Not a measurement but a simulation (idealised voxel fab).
process module | voxel quadruple lines
cross-section cut | 240 nm wide | cells 5 nm
A cross-section is a grid of square cells, given in bands from the top down. A band is one or more rows of cells.
Each band's line starts with the height of the band's top and of its bottom, in nm. Then come its materials from left to right, each with its width in nm. One material with "throughout" fills the band from edge to edge. "air" is empty space.
Height 0 is the level under which the wafer as received is all one material. The lowest band goes on downwards, as in "0 down".
A width such as "30 to 40" changes by the same amount from each row of cells to the next, from the band's top row to its bottom row.
"no change" after a step means that no cell of the cross-section changed.
closed voids: empty space of 8 cells or more with no open way to the top, each as width x height at its distance from the left edge, in nm
after a step's settings: what the simulator itself notes on the step
overlay nm, on a step with a mask: how far to the right of its planned place the mask lay; to the left if negative
plan
1 op RECEIVE | material Si
2 op CONFORMAL_DEP | material SiO2 | thk nm 5
3 op DIRECTIONAL_DEP | material W | thk nm 10
4 op DIRECTIONAL_DEP | material polySi | thk nm 15
5 op DIRECTIONAL_DEP | material aC | thk nm 20
6 op PATTERN | tone cover | mask id MANDREL | material resist | width nm 25 | pitch nm 80 | thk nm 30 | overlay nm 0
7 op DIRECTIONAL_ETCH | etch materials aC | depth nm 20
8 op STRIP | etch materials resist
9 op CONFORMAL_DEP | material SiO2 | thk nm 15
10 op DIRECTIONAL_ETCH | etch materials SiO2 | depth nm 15
11 op STRIP | etch materials aC
12 op DIRECTIONAL_ETCH | etch materials polySi | depth nm 15
13 op STRIP | etch materials SiO2
14 op CONFORMAL_DEP | material SiN | thk nm 5
15 op DIRECTIONAL_ETCH | etch materials SiN | depth nm 5
16 op STRIP | etch materials polySi
17 op DIRECTIONAL_ETCH | etch materials W | depth nm 10
18 op STRIP | etch materials SiN
as received, after step 1
  0 down: Si throughout
  closed voids: none
first wafer at the end, as planned
  15 to 5: air 45 | W 5 | air 15 | W 5 | air 15 | W 5 | air 15 | W 5 | air 15 | W 5 | air 15 | W 5 | air 15 | W 5 | air 15 | W 5 | air 50
  5 to 0: SiO2 throughout
  0 down: Si throughout
  closed voids: none
second wafer at the end: like start, like plan, one mistake
  10 to 0: air 45 | W 5 | air 15 | W 5 | air 15 | W 5 | air 15 | W 5 | air 15 | W 5 | air 15 | W 5 | air 15 | W 5 | air 15 | W 5 | air 50
  0 down: Si throughout
  closed voids: none
what went wrong: step 2 was left out
at the end the second wafer has, in cells: 48 fewer of SiO2
